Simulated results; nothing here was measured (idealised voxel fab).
Name of the process module below: voxel double patterning
It is cross-section cut that appears here, measuring 160 nm in width, its square cells being 5 nm in size.
The cross-sections in this document take the form of a grid made of square cells. They are written out as bands, in order from top to bottom. Each band consists of one or more rows of cells.
Band: top and bottom heights (nm) first, top before bottom; then materials from left to right, widths in nm. "throughout" marks a sole material filling the band edge to edge. "blank" denotes empty space.
Heads up on the height convention: 0 is the point under which the incoming wafer is all one material, and the lowest band has no bottom, it just keeps going down, like "0 -> down".
Width "30 to 40": first value at the band's top row of cells, second value at its bottom row, equal change from row to row.
Step marked "no change occurred"? Then no cell in the cross-section changed in it.
Closed voids list: empty space of 8 cells or more with no open way to the top, each as width x height at its distance from the left edge, in nm
Where a step's line continues beyond its settings, the continuation is a remark by the simulator itself on that step.
"overlay nm" answers the question of how far to the right of plan the mask lay on a step that has a mask, and when it is negative the answer is to the left.

## Steps planned for the process
- 1: RECEIVE (material Si)
- 2: CONFORMAL_DEP (material SiO2; thk nm 10)
- 3: DIRECTIONAL_DEP (material W; thk nm 10)
- 4: DIRECTIONAL_DEP (material SiCN; thk nm 5)
- 5: DIRECTIONAL_DEP (material aC; thk nm 15)
- 6: PATTERN (tone open; mask id FIRST; material resist; width nm 15; pitch nm 50; thk nm 30; overlay nm 0)
- 7: DIRECTIONAL_ETCH (etch materials aC; depth nm 15)
- 8: STRIP (etch materials resist)
- 9: DIRECTIONAL_ETCH (etch materials SiCN; depth nm 5)
- 10: STRIP (etch materials aC)
- 11: DIRECTIONAL_DEP (material aC; thk nm 10)
- 12: PATTERN (tone open; mask id SECOND; material resist; width nm 15; pitch nm 50; thk nm 30; overlay nm 0)
- 13: DIRECTIONAL_ETCH (etch materials aC; depth nm 10)
- 14: STRIP (etch materials resist)
- 15: DIRECTIONAL_ETCH (etch materials SiCN; depth nm 5)
- 16: STRIP (etch materials aC)
- 17: DIRECTIONAL_ETCH (etch materials W; depth nm 10)
- 18: STRIP (etch materials SiCN)

## Of two wafers, the first: run according to plan

## Cross-section of the wafer at receipt, which is the condition after step 1
	0 -> down = Si throughout
	Closed voids list: none

## Presented here is a cross-section of the wafer after step 2 has been performed
	10 -> 0 = SiO2 throughout
	Whatever lies below 0 is exactly as it was before.

## Presented here is a cross-section of the wafer after step 3 has been performed
	20 -> 10 = W throughout
	Whatever lies below 10 is exactly as it was before.

## Presented here is a cross-section of the wafer after step 4 has been performed
	25 -> 20 = SiCN throughout
	Whatever lies below 20 is exactly as it was before.

## Presented here is a cross-section of the wafer after step 5 has been performed
	40 -> 25 = aC throughout
	Whatever lies below 25 is exactly as it was before.

## Presented here is a cross-section of the wafer after step 6 has been performed
	70 -> 40 = 20 resist | 15 blank | 35 resist | 15 blank | 35 resist | 15 blank | 25 resist
	Whatever lies below 40 is exactly as it was before.

## Presented here is a cross-section of the wafer after step 7 has been performed
	55 -> 40 = 20 resist | 15 blank | 35 resist | 15 blank | 35 resist | 15 blank | 25 resist
	40 -> 25 = 20 aC | 15 blank | 35 aC | 15 blank | 35 aC | 15 blank | 25 aC
	Whatever lies below 25 is exactly as it was before.

## Presented here is a cross-section of the wafer after step 8 has been performed
	40 -> 25 = 20 aC | 15 blank | 35 aC | 15 blank | 35 aC | 15 blank | 25 aC
	Whatever lies below 25 is exactly as it was before.

## Presented here is a cross-section of the wafer after step 9 has been performed
	40 -> 25 = 20 aC | 15 blank | 35 aC | 15 blank | 35 aC | 15 blank | 25 aC
	25 -> 20 = 20 SiCN | 15 blank | 35 SiCN | 15 blank | 35 SiCN | 15 blank | 25 SiCN
	Whatever lies below 20 is exactly as it was before.

## Presented here is a cross-section of the wafer after step 10 has been performed
	25 -> 20 = 20 SiCN | 15 blank | 35 SiCN | 15 blank | 35 SiCN | 15 blank | 25 SiCN
	Whatever lies below 20 is exactly as it was before.

## Presented here is a cross-section of the wafer after step 11 has been performed
	35 -> 30 = 20 aC | 15 blank | 35 aC | 15 blank | 35 aC | 15 blank | 25 aC
	30 -> 25 = aC throughout
	25 -> 20 = 20 SiCN | 15 aC | 35 SiCN | 15 aC | 35 SiCN | 15 aC | 25 SiCN
	Whatever lies below 20 is exactly as it was before.

## Presented here is a cross-section of the wafer after step 12 has been performed
	65 -> 35 = 45 resist | 15 blank | 35 resist | 15 blank | 50 resist
	35 -> 30 = 20 aC | 15 resist | 35 aC | 15 resist | 35 aC | 15 resist | 25 aC
	Whatever lies below 30 is exactly as it was before.

## Presented here is a cross-section of the wafer after step 13 has been performed
	55 -> 35 = 45 resist | 15 blank | 35 resist | 15 blank | 50 resist
	35 -> 30 = 20 aC | 15 resist | 10 aC | 15 blank | 10 aC | 15 resist | 10 aC | 15 blank | 10 aC | 15 resist | 25 aC
	30 -> 25 = 45 aC | 15 blank | 35 aC | 15 blank | 50 aC
	Whatever lies below 25 is exactly as it was before.

## Presented here is a cross-section of the wafer after step 14 has been performed
	35 -> 30 = 20 aC | 15 blank | 10 aC | 15 blank | 10 aC | 15 blank | 10 aC | 15 blank | 10 aC | 15 blank | 25 aC
	Whatever lies below 30 is exactly as it was before.

## Presented here is a cross-section of the wafer after step 15 has been performed
	35 -> 30 = 20 aC | 15 blank | 10 aC | 15 blank | 10 aC | 15 blank | 10 aC | 15 blank | 10 aC | 15 blank | 25 aC
	30 -> 25 = 45 aC | 15 blank | 35 aC | 15 blank | 50 aC
	25 -> 20 = 20 SiCN | 15 aC | 10 SiCN | 15 blank | 10 SiCN | 15 aC | 10 SiCN | 15 blank | 10 SiCN | 15 aC | 25 SiCN
	Whatever lies below 20 is exactly as it was before.

## Presented here is a cross-section of the wafer after step 16 has been performed
	25 -> 20 = 20 SiCN | 15 blank | 10 SiCN | 15 blank | 10 SiCN | 15 blank | 10 SiCN | 15 blank | 10 SiCN | 15 blank | 25 SiCN
	Whatever lies below 20 is exactly as it was before.

## Presented here is a cross-section of the wafer after step 17 has been performed
	25 -> 20 = 20 SiCN | 15 blank | 10 SiCN | 15 blank | 10 SiCN | 15 blank | 10 SiCN | 15 blank | 10 SiCN | 15 blank | 25 SiCN
	20 -> 10 = 20 W | 15 blank | 10 W | 15 blank | 10 W | 15 blank | 10 W | 15 blank | 10 W | 15 blank | 25 W
	Whatever lies below 10 is exactly as it was before.

## Presented here is a cross-section of the wafer after step 18 has been performed
	20 -> 10 = 20 W | 15 blank | 10 W | 15 blank | 10 W | 15 blank | 10 W | 15 blank | 10 W | 15 blank | 25 W
	Whatever lies below 10 is exactly as it was before.

## Second wafer, same starting conditions and recipe as the first, one mistake in executing it, nothing differs from the first up to and including step 16

## Cross-section of the second wafer at the time step 17 of the plan should have ended
	25 -> 20 = 20 SiCN | 15 blank | 10 SiCN | 15 blank | 10 SiCN | 15 blank | 10 SiCN | 15 blank | 10 SiCN | 15 blank | 25 SiCN
	20 -> 15 = 20 W | 15 blank | 10 W | 15 blank | 10 W | 15 blank | 10 W | 15 blank | 10 W | 15 blank | 25 W
	Whatever lies below 15 is exactly as it was before.

## Cross-section of the second wafer at the time step 18 of the plan should have ended
	20 -> 15 = 20 W | 15 blank | 10 W | 15 blank | 10 W | 15 blank | 10 W | 15 blank | 10 W | 15 blank | 25 W
	Whatever lies below 15 is exactly as it was before.
Deviation from plan: step 17 ran differently from the plan; actual operation with settings: DIRECTIONAL_ETCH (etch materials W; depth nm 5)
The second wafer ends with more or fewer cells of some materials than the first, per final count: 15 more of W
